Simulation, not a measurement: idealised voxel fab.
Herein follows the process module entitled voxel transistor to metal.
270 nm wide, 5 nm square cells: that's cross-section cut.
Cross-sections here: square-cell grids, written as top-down lists of bands, a band being one or more rows of cells. First you get the band's top height and its bottom height, in nm, and then the materials it's made of, left to right, with each width in nm. If you see a single material with "everywhere", that one covers the band edge to edge. "empty" is empty space. Heights are expressed relative to 0, this being the level below which the as-received wafer comprises one material exclusively. The lowest band is unbounded in the downward direction and is denoted as in "z 0 and below". You'd read "30..40" like this: the band's top row of cells is as wide as the first number, its bottom row is as wide as the second, and going down, every row changes width by the same amount as the row before did. Reading "no modifications" for a step: not a cell of the cross-section changed in it. Closed empty spaces (no open way to the top) of 8 cells or more are what "closed voids" lists, each as width x height at distance from the left edge, nm for all three. It should be noted that, on the line of a given step, the content following the step's settings is a remark produced by the simulator itself with respect to that step. You can add "overlay nm" to a step's line. For a step with a mask, it describes how far the mask lay to the right of its planned position, and a negative number describes a lay to the left.
**Here's what the planned process steps look like**
1. RECEIVE | material Si
2. OXIDIZE | depth nm 5
3. CONFORMAL_DEP | material SiN | thk nm 15
4. DIRECTIONAL_DEP | material aC | thk nm 10
5. PATTERN | tone cover | mask id ACTIVE | material resist | width nm 105 | pitch nm 125 | thk nm 30 | overlay nm 0
6. DIRECTIONAL_ETCH | etch materials aC | depth nm 10
7. STRIP | etch materials resist
8. DIRECTIONAL_ETCH | etch materials SiN | depth nm 15
9. DIRECTIONAL_ETCH | etch materials SiO2 | depth nm 5
10. DIRECTIONAL_ETCH | etch materials Si | depth nm 30
11. STRIP | etch materials aC
12. FILL_DEP | material SiO2 | thk nm 10
13. CMP | height nm 15
14. SELECTIVE_ETCH | etch materials SiO2 | depth nm 15
15. STRIP | etch materials SiN
16. SELECTIVE_ETCH | etch materials SiO2 | depth nm 5
17. OXIDIZE | depth nm 5
18. DIRECTIONAL_DEP | material polySi | thk nm 20
19. DIRECTIONAL_DEP | material SiCN | thk nm 15
20. MASKED_ETCH | tone cover | mask id GATE | width nm 25 | pitch nm 125 | etch materials SiCN | depth nm 25 | overlay nm 0
21. MASKED_ETCH | tone cover | mask id GATE | width nm 25 | pitch nm 125 | etch materials polySi | depth nm 30 | overlay nm 0
22. CONFORMAL_DEP | material SiO2 | thk nm 5
23. DIRECTIONAL_ETCH | etch materials SiO2 | depth nm 5
24. CONFORMAL_DEP | material SiN | thk nm 5
25. DIRECTIONAL_ETCH | etch materials SiN | depth nm 5
26. DIRECTIONAL_ETCH | etch materials SiO2 | depth nm 5
27. EPI | material nSi | thk nm 5
28. FILL_DEP | material SiO2 | thk nm 10
29. CMP | height nm 30
30. DIRECTIONAL_DEP | material SiO2 | thk nm 15
31. DIRECTIONAL_DEP | material aC | thk nm 15
32. PATTERN | tone open | mask id CONTACT | material resist | width nm 30 | thk nm 35 | overlay nm 0
33. DIRECTIONAL_ETCH | etch materials aC | depth nm 15
34. STRIP | etch materials resist
35. DIRECTIONAL_ETCH | etch materials SiO2 | depth nm 50
36. STRIP | etch materials aC
37. CONFORMAL_DEP | material TiN | thk nm 5
38. FILL_DEP | material Ru | thk nm 10
39. CMP | height nm 45
40. DIRECTIONAL_DEP | material TiN | thk nm 5
41. DIRECTIONAL_DEP | material W | thk nm 25
42. MASKED_ETCH | tone cover | mask id METAL_1 | width nm 20 | etch materials W | depth nm 25 | overlay nm 0
43. MASKED_ETCH | tone cover | mask id METAL_1 | width nm 20 | etch materials TiN | depth nm 5 | overlay nm 0
44. FILL_DEP | material lowk | thk nm 5
45. CMP | height nm 75
46. CONFORMAL_DEP | material SiN | thk nm 5
**As received (post step 1): cross-section**
  z 0 and below  Si everywhere
  closed voids: none
**End-of-module XS, first of two wafers, run as planned**
  z 80 to 75  SiN everywhere
  z 75 to 50  lowk: 25; W: 20; lowk: 55; W: 20; lowk: 30; W: 20; lowk: 55; W: 20; lowk: 25
  z 50 to 45  lowk: 25; TiN: 20; lowk: 55; TiN: 20; lowk: 30; TiN: 20; lowk: 55; TiN: 20; lowk: 25
  z 45 to 35  SiO2: 25; TiN: 5; Ru: 20; TiN: 5; SiO2: 35; TiN: 5; Ru: 20; TiN: 5; SiO2: 30; TiN: 5; Ru: 20; TiN: 5; SiO2: 35; TiN: 5; Ru: 20; TiN: 5; SiO2: 25
  z 35 to 30  SiO2: 25; TiN: 5; Ru: 15; TiN: 10; SiO2: 35; TiN: 10; Ru: 15; TiN: 5; SiO2: 30; TiN: 5; Ru: 15; TiN: 10; SiO2: 35; TiN: 10; Ru: 15; TiN: 5; SiO2: 25
  z 30 to 15  SiO2: 25; TiN: 5; Ru: 15; TiN: 5; SiN: 5; SiO2: 5; SiCN: 25; SiO2: 5; SiN: 5; TiN: 5; Ru: 15; TiN: 5; SiO2: 30; TiN: 5; Ru: 15; TiN: 5; SiN: 5; SiO2: 5; SiCN: 25; SiO2: 5; SiN: 5; TiN: 5; Ru: 15; TiN: 5; SiO2: 25
  z 15 to 0  SiO2: 25; TiN: 5; Ru: 15; TiN: 5; SiN: 5; SiO2: 5; polySi: 25; SiO2: 5; SiN: 5; TiN: 5; Ru: 15; TiN: 5; SiO2: 30; TiN: 5; Ru: 15; TiN: 5; SiN: 5; SiO2: 5; polySi: 25; SiO2: 5; SiN: 5; TiN: 5; Ru: 15; TiN: 5; SiO2: 25
  z 0 to -5  SiO2: 25; TiN: 25; SiN: 5; SiO2: 5; polySi: 25; SiO2: 5; SiN: 5; TiN: 25; SiO2: 30; TiN: 25; SiN: 5; SiO2: 5; polySi: 25; SiO2: 5; SiN: 5; TiN: 25; SiO2: 25
  z -5 to -10  SiO2: 15; nSi: 35; SiO2: 45; nSi: 35; SiO2: 10; nSi: 35; SiO2: 45; nSi: 35; SiO2: 15
  z -10 to -35  SiO2: 20; Si: 105; SiO2: 20; Si: 105; SiO2: 20
  z -35 and below  Si everywhere
  closed voids: none
**End-of-module cross-section of the second wafer: identical starting point and process plan to the first, with one processing mistake**
  z 80 to 75  SiN everywhere
  z 75 to 70  lowk: 25; TiN: 20; lowk: 55; TiN: 20; lowk: 30; TiN: 20; lowk: 55; TiN: 20; lowk: 25
  z 70 to 45  W everywhere
  z 45 to 35  SiO2: 25; TiN: 5; Ru: 20; TiN: 5; SiO2: 35; TiN: 5; Ru: 20; TiN: 5; SiO2: 30; TiN: 5; Ru: 20; TiN: 5; SiO2: 35; TiN: 5; Ru: 20; TiN: 5; SiO2: 25
  z 35 to 30  SiO2: 25; TiN: 5; Ru: 15; TiN: 10; SiO2: 35; TiN: 10; Ru: 15; TiN: 5; SiO2: 30; TiN: 5; Ru: 15; TiN: 10; SiO2: 35; TiN: 10; Ru: 15; TiN: 5; SiO2: 25
  z 30 to 15  SiO2: 25; TiN: 5; Ru: 15; TiN: 5; SiN: 5; SiO2: 5; SiCN: 25; SiO2: 5; SiN: 5; TiN: 5; Ru: 15; TiN: 5; SiO2: 30; TiN: 5; Ru: 15; TiN: 5; SiN: 5; SiO2: 5; SiCN: 25; SiO2: 5; SiN: 5; TiN: 5; Ru: 15; TiN: 5; SiO2: 25
  z 15 to 0  SiO2: 25; TiN: 5; Ru: 15; TiN: 5; SiN: 5; SiO2: 5; polySi: 25; SiO2: 5; SiN: 5; TiN: 5; Ru: 15; TiN: 5; SiO2: 30; TiN: 5; Ru: 15; TiN: 5; SiN: 5; SiO2: 5; polySi: 25; SiO2: 5; SiN: 5; TiN: 5; Ru: 15; TiN: 5; SiO2: 25
  z 0 to -5  SiO2: 25; TiN: 25; SiN: 5; SiO2: 5; polySi: 25; SiO2: 5; SiN: 5; TiN: 25; SiO2: 30; TiN: 25; SiN: 5; SiO2: 5; polySi: 25; SiO2: 5; SiN: 5; TiN: 25; SiO2: 25
  z -5 to -10  SiO2: 15; nSi: 35; SiO2: 45; nSi: 35; SiO2: 10; nSi: 35; SiO2: 45; nSi: 35; SiO2: 15
  z -10 to -35  SiO2: 20; Si: 105; SiO2: 20; Si: 105; SiO2: 20
  z -35 and below  Si everywhere
  closed voids: none
Plan not followed: plan steps 40 and 41 run swapped
Final wafer comparison in cells, second versus first, more or fewer per material: +190 W, -190 lowk
